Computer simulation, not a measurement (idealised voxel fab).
The following process module bears the name voxel tone inversion.
Cross-section cut: width 175 nm, square cells of 5 nm.
In this document a cross-section is written as a grid of square cells. It is given as a series of bands, listed from the top down, and a band is one or more rows of cells. Within each band entry, the heights of the top and of the bottom of the band appear first, in that order and in nm; the materials of the band then follow from left to right, each with its corresponding width in nm. The designation "everywhere" on a single material indicates that it fills the band from edge to edge; the designation "air" indicates empty space. For the purposes of this specification, 0 denotes the height below which the wafer in its as-received condition is composed wholly of one material, and the lowermost band, lacking a lower limit, extends downward without end, as expressed in "0 nm and below". With a width like "30 to 40", each row of cells in the band differs from the next by the same amount, the top row carrying the first number and the bottom row the second. "nothing got changed" -> step changed no cross-section cell. Listed in "Unvented cavities": every empty space of 8 or more cells without an open way to the top. Form: width x height at distance, the distance being from the left edge, all in nm. On a step's line, text after the settings is the simulator commenting on that step. The setting "overlay nm" may be written on the line of a step. When the step uses a mask, the value reports how far to the right of the planned place the mask lay, and a negative value reports that it lay to the left.
## Intended process steps
| 1 | RECEIVE with material Si |
| 2 | CONFORMAL_DEP with material SiN, thk nm 5 |
| 3 | DIRECTIONAL_DEP with material aC, thk nm 20 |
| 4 | PATTERN with tone cover, mask id POSTS, material resist, width nm 25, pitch nm 40, thk nm 25, overlay nm 0 |
| 5 | DIRECTIONAL_ETCH with etch materials aC, depth nm 20 |
| 6 | STRIP with etch materials resist |
| 7 | FILL_DEP with material SiO2, thk nm 10 |
| 8 | CMP with height nm 25 |
| 9 | STRIP with etch materials aC |
| 10 | CONFORMAL_DEP with material TiN, thk nm 5 |
| 11 | FILL_DEP with material Cu, thk nm 5 |
| 12 | CMP with height nm 25 |
| 13 | CONFORMAL_DEP with material SiN, thk nm 5 |
## First wafer, two in total, run as planned
## As received (post step 1): cross-section
> 0 nm and below  Si everywhere
> Unvented cavities: none
## So this is the wafer cross-section right after step 2
> 5 nm to 0 nm  SiN everywhere
> For the remainder of the cross-section, below 0, there is no change.
## So this is the wafer cross-section right after step 3
> 25 nm to 5 nm  aC everywhere
> For the remainder of the cross-section, below 5, there is no change.
## So this is the wafer cross-section right after step 4
> 50 nm to 25 nm  air: 15  resist: 25  air: 15  resist: 25  air: 15  resist: 25  air: 15  resist: 25  air: 15
> For the remainder of the cross-section, below 25, there is no change.
## So this is the wafer cross-section right after step 5
> 30 nm to 25 nm  air: 15  resist: 25  air: 15  resist: 25  air: 15  resist: 25  air: 15  resist: 25  air: 15
> 25 nm to 5 nm  air: 15  aC: 25  air: 15  aC: 25  air: 15  aC: 25  air: 15  aC: 25  air: 15
> For the remainder of the cross-section, below 5, there is no change.
## So this is the wafer cross-section right after step 6
> 25 nm to 5 nm  air: 15  aC: 25  air: 15  aC: 25  air: 15  aC: 25  air: 15  aC: 25  air: 15
> For the remainder of the cross-section, below 5, there is no change.
## So this is the wafer cross-section right after step 7
> 35 nm to 25 nm  SiO2 everywhere
> 25 nm to 5 nm  SiO2: 15  aC: 25  SiO2: 15  aC: 25  SiO2: 15  aC: 25  SiO2: 15  aC: 25  SiO2: 15
> For the remainder of the cross-section, below 5, there is no change.
## So this is the wafer cross-section right after step 8
> 25 nm to 5 nm  SiO2: 15  aC: 25  SiO2: 15  aC: 25  SiO2: 15  aC: 25  SiO2: 15  aC: 25  SiO2: 15
> For the remainder of the cross-section, below 5, there is no change.
## So this is the wafer cross-section right after step 9
> 25 nm to 5 nm  SiO2: 15  air: 25  SiO2: 15  air: 25  SiO2: 15  air: 25  SiO2: 15  air: 25  SiO2: 15
> For the remainder of the cross-section, below 5, there is no change.
## So this is the wafer cross-section right after step 10
> 30 nm to 25 nm  TiN: 20  air: 15  TiN: 25  air: 15  TiN: 25  air: 15  TiN: 25  air: 15  TiN: 20
> 25 nm to 10 nm  SiO2: 15  TiN: 5  air: 15  TiN: 5  SiO2: 15  TiN: 5  air: 15  TiN: 5  SiO2: 15  TiN: 5  air: 15  TiN: 5  SiO2: 15  TiN: 5  air: 15  TiN: 5  SiO2: 15
> 10 nm to 5 nm  SiO2: 15  TiN: 25  SiO2: 15  TiN: 25  SiO2: 15  TiN: 25  SiO2: 15  TiN: 25  SiO2: 15
> For the remainder of the cross-section, below 5, there is no change.
## So this is the wafer cross-section right after step 11
> 35 nm to 30 nm  Cu everywhere
> 30 nm to 25 nm  TiN: 20  Cu: 15  TiN: 25  Cu: 15  TiN: 25  Cu: 15  TiN: 25  Cu: 15  TiN: 20
> 25 nm to 10 nm  SiO2: 15  TiN: 5  Cu: 15  TiN: 5  SiO2: 15  TiN: 5  Cu: 15  TiN: 5  SiO2: 15  TiN: 5  Cu: 15  TiN: 5  SiO2: 15  TiN: 5  Cu: 15  TiN: 5  SiO2: 15
> For the remainder of the cross-section, below 10, there is no change.
## So this is the wafer cross-section right after step 12
> 25 nm to 10 nm  SiO2: 15  TiN: 5  Cu: 15  TiN: 5  SiO2: 15  TiN: 5  Cu: 15  TiN: 5  SiO2: 15  TiN: 5  Cu: 15  TiN: 5  SiO2: 15  TiN: 5  Cu: 15  TiN: 5  SiO2: 15
> For the remainder of the cross-section, below 10, there is no change.
## So this is the wafer cross-section right after step 13
> 30 nm to 25 nm  SiN everywhere
> For the remainder of the cross-section, below 25, there is no change.
## second wafer: like start, like plan, one mistake. Through step 10 it matches the first wafer
## Cross-sectional representation of the second wafer at the time designated in the plan for the completion of step 11
> 40 nm to 30 nm  Cu everywhere
> 30 nm to 25 nm  TiN: 20  Cu: 15  TiN: 25  Cu: 15  TiN: 25  Cu: 15  TiN: 25  Cu: 15  TiN: 20
> 25 nm to 10 nm  SiO2: 15  TiN: 5  Cu: 15  TiN: 5  SiO2: 15  TiN: 5  Cu: 15  TiN: 5  SiO2: 15  TiN: 5  Cu: 15  TiN: 5  SiO2: 15  TiN: 5  Cu: 15  TiN: 5  SiO2: 15
> For the remainder of the cross-section, below 10, there is no change.
## Cross-sectional representation of the second wafer at the time designated in the plan for the completion of step 12
> 25 nm to 10 nm  SiO2: 15  TiN: 5  Cu: 15  TiN: 5  SiO2: 15  TiN: 5  Cu: 15  TiN: 5  SiO2: 15  TiN: 5  Cu: 15  TiN: 5  SiO2: 15  TiN: 5  Cu: 15  TiN: 5  SiO2: 15
> For the remainder of the cross-section, below 10, there is no change.
## Cross-sectional representation of the second wafer at the time designated in the plan for the completion of step 13
> 30 nm to 25 nm  SiN everywhere
> For the remainder of the cross-section, below 25, there is no change.
Which mistake was made when the wafer was run? execution of plan step 11 occurred twice
The final cross-section is the same for the two wafers, so this model computes the same thing whether or not the mistake was made.
